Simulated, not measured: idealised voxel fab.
voxel transistor to metal: a process module
Cross-section cut: width 175 nm, square cells of 5 nm.
Cross-section layout: square cells on a grid; listed as bands, top to bottom; a band spans one or more cell rows.
Basically the band line says how high the top is and how high the bottom is, in nm, and then what's in it from left to right, every material with its width in nm. Empty space shows up as "air", and if a single material carries "throughout" it runs the full band edge to edge.
Heights are reckoned from 0. Under this level, the received wafer is all of one material. The bottommost band is open-ended downward, for example "0..down".
Quick explanation for "30->40": the width changes in equal steps down the rows of cells, from the first number in the band's top row to the second number in its bottom row.
Take "remains unaltered" at face value: in the step it is given for, the cross-section changed in none of its cells.
Each empty space that has no open way to the top and spans at least 8 cells appears under "Voids, sealed" as width x height at distance, the distance counted from the left edge, all in nm.
Whatever follows a step's settings on its line is a remark the simulator itself makes about that step.
The line of a step may include "overlay nm". On a step with a mask, this value is how far to the right of its planned place the mask lay. A negative value means the mask lay to the left.
SO HERE'S THE LINEUP OF PROCESS STEPS WE PLANNED
1) RECEIVE,material Si
2) OXIDIZE,depth nm 5
3) CONFORMAL_DEP,material SiN,thk nm 10
4) MASKED_ETCH,tone cover,mask id ACTIVE,width nm 110,etch materials SiN,depth nm 10,overlay nm 0
5) MASKED_ETCH,tone cover,mask id ACTIVE,width nm 110,etch materials SiO2,depth nm 5,overlay nm 0
6) MASKED_ETCH,tone cover,mask id ACTIVE,width nm 110,etch materials Si,depth nm 25,overlay nm 0
7) OXIDIZE,depth nm 5
8) FILL_DEP,material SiO2,thk nm 5
9) CMP,height nm 10
10) SELECTIVE_ETCH,etch materials SiO2,depth nm 5
11) STRIP,etch materials SiN
12) SELECTIVE_ETCH,etch materials SiO2,depth nm 5
13) OXIDIZE,depth nm 5
14) DIRECTIONAL_DEP,material polySi,thk nm 25
15) DIRECTIONAL_DEP,material SiCN,thk nm 15
16) MASKED_ETCH,tone cover,mask id GATE,width nm 30,etch materials SiCN,depth nm 25,overlay nm 0
17) MASKED_ETCH,tone cover,mask id GATE,width nm 30,etch materials polySi,depth nm 35,overlay nm 0
18) CONFORMAL_DEP,material SiO2,thk nm 5
19) DIRECTIONAL_ETCH,etch materials SiO2,depth nm 5
20) CONFORMAL_DEP,material SiN,thk nm 5
21) DIRECTIONAL_ETCH,etch materials SiN,depth nm 5
22) DIRECTIONAL_ETCH,etch materials SiO2,depth nm 5
23) DIRECTIONAL_ETCH,etch materials Si,depth nm 10
24) EPI,material nSi,thk nm 10
25) FILL_DEP,material SiO2,thk nm 10
26) CMP,height nm 20
27) STRIP,etch materials polySi
28) SELECTIVE_ETCH,etch materials SiO2,depth nm 5
29) CONFORMAL_DEP,material HfO2,thk nm 5
30) CONFORMAL_DEP,material TiN,thk nm 5
31) FILL_DEP,material W,thk nm 10
32) CMP,height nm 15
33) DIRECTIONAL_DEP,material SiO2,thk nm 10
34) DIRECTIONAL_DEP,material aC,thk nm 15
35) PATTERN,tone open,mask id CONTACT,material resist,width nm 15,pitch nm 75,thk nm 35,overlay nm 0
36) DIRECTIONAL_ETCH,etch materials aC,depth nm 15
37) STRIP,etch materials resist
38) DIRECTIONAL_ETCH,etch materials SiO2,depth nm 35
39) STRIP,etch materials aC
40) CONFORMAL_DEP,material TiN,thk nm 5
41) FILL_DEP,material Ru,thk nm 5
42) CMP,height nm 25
43) DIRECTIONAL_DEP,material TiN,thk nm 5
44) DIRECTIONAL_DEP,material W,thk nm 25
45) DIRECTIONAL_DEP,material aC,thk nm 10
46) PATTERN,tone cover,mask id METAL_1,material resist,width nm 15,pitch nm 75,thk nm 25,overlay nm 0
47) DIRECTIONAL_ETCH,etch materials aC,depth nm 10
48) STRIP,etch materials resist
49) DIRECTIONAL_ETCH,etch materials W,depth nm 25
50) DIRECTIONAL_ETCH,etch materials TiN,depth nm 5
51) STRIP,etch materials aC
52) CONFORMAL_DEP,material SiCN,thk nm 5
53) FILL_DEP,material lowk,thk nm 5
54) CMP,height nm 55
55) CONFORMAL_DEP,material SiCN,thk nm 5
WAFER AT RECEIPT (POST STEP 1), CROSS-SECTION
> 0..down  Si throughout
> Voids, sealed: none
CROSS-SECTION TAKEN AT MODULE COMPLETION ON THE FIRST OF TWO WAFERS; PROCESSED PER THE PLAN
> 60..55  SiCN throughout
> 55..30  35 of lowk, then 5 of SiCN, then 15 of W, then 5 of SiCN, then 50 of lowk, then 5 of SiCN, then 15 of W, then 5 of SiCN, then 40 of lowk
> 30..25  40 of SiCN, then 15 of TiN, then 60 of SiCN, then 15 of TiN, then 45 of SiCN
> 25..15  40 of SiO2, then 5 of TiN, then 5 of Ru, then 5 of TiN, then 60 of SiO2, then 5 of TiN, then 5 of Ru, then 5 of TiN, then 45 of SiO2
> 15..5  40 of SiO2, then 5 of TiN, then 5 of Ru, then 5 of TiN, then 5 of SiO2, then 5 of SiN, then 5 of HfO2, then 5 of TiN, then 20 of W, then 5 of TiN, then 5 of HfO2, then 5 of SiN, then 5 of SiO2, then 5 of TiN, then 5 of Ru, then 5 of TiN, then 45 of SiO2
> 5..0  40 of SiO2, then 15 of TiN, then 5 of SiO2, then 5 of SiN, then 5 of HfO2, then 5 of TiN, then 20 of W, then 5 of TiN, then 5 of HfO2, then 5 of SiN, then 5 of SiO2, then 15 of TiN, then 45 of SiO2
> 0..-5  30 of SiO2, then 5 of SiN, then 5 of SiO2, then 10 of TiN, then 10 of nSi, then 5 of SiN, then 5 of HfO2, then 30 of TiN, then 5 of HfO2, then 5 of SiN, then 10 of nSi, then 10 of TiN, then 5 of SiO2, then 5 of SiN, then 35 of SiO2
> -5..-10  40 of SiO2, then 10 of TiN, then 10 of nSi, then 5 of SiO2, then 40 of HfO2, then 5 of SiO2, then 10 of nSi, then 10 of TiN, then 45 of SiO2
> -10..-20  35 of SiO2, then 25 of nSi, then 50 of Si, then 25 of nSi, then 40 of SiO2
> -20..-35  35 of SiO2, then 100 of Si, then 40 of SiO2
> -35..down  Si throughout
> Voids, sealed: none
CROSS-SECTION, WAFER TWO OF TWO, END OF MODULE: SAME START AND PLAN AS WAFER ONE, ONE ERROR IN EXECUTION
> 60..55  SiCN throughout
> 55..30  35 of lowk, then 5 of SiCN, then 15 of W, then 5 of SiCN, then 50 of lowk, then 5 of SiCN, then 15 of W, then 5 of SiCN, then 40 of lowk
> 30..25  40 of SiCN, then 15 of TiN, then 60 of SiCN, then 15 of TiN, then 45 of SiCN
> 25..15  40 of SiO2, then 5 of TiN, then 5 of Ru, then 5 of TiN, then 60 of SiO2, then 5 of TiN, then 5 of Ru, then 5 of TiN, then 45 of SiO2
> 15..5  40 of SiO2, then 5 of TiN, then 5 of Ru, then 5 of TiN, then 5 of SiO2, then 5 of SiN, then 5 of HfO2, then 5 of TiN, then 20 of W, then 5 of TiN, then 5 of HfO2, then 5 of SiN, then 5 of SiO2, then 5 of TiN, then 5 of Ru, then 5 of TiN, then 45 of SiO2
> 5..0  40 of SiO2, then 15 of TiN, then 5 of SiO2, then 5 of SiN, then 5 of HfO2, then 5 of TiN, then 20 of W, then 5 of TiN, then 5 of HfO2, then 5 of SiN, then 5 of SiO2, then 15 of TiN, then 45 of SiO2
> 0..-5  25 of SiO2, then 5 of SiN, then 10 of SiO2, then 10 of TiN, then 10 of nSi, then 5 of SiN, then 5 of HfO2, then 30 of TiN, then 5 of HfO2, then 5 of SiN, then 10 of nSi, then 10 of TiN, then 10 of SiO2, then 5 of SiN, then 30 of SiO2
> -5..-10  40 of SiO2, then 10 of TiN, then 10 of nSi, then 5 of SiO2, then 40 of HfO2, then 5 of SiO2, then 10 of nSi, then 10 of TiN, then 45 of SiO2
> -10..-20  30 of SiO2, then 30 of nSi, then 50 of Si, then 30 of nSi, then 35 of SiO2
> -20..-35  30 of SiO2, then 110 of Si, then 35 of SiO2
> -35..down  Si throughout
> Voids, sealed: none
Processing error: step 4 changed vs plan, executed as MASKED_ETCH,tone cover,mask id ACTIVE,width nm 120,etch materials SiN,depth nm 10,overlay nm 0
End of process, cell counts, second wafer against first, materials with more or fewer: Si +6; SiO2 -10; nSi +4
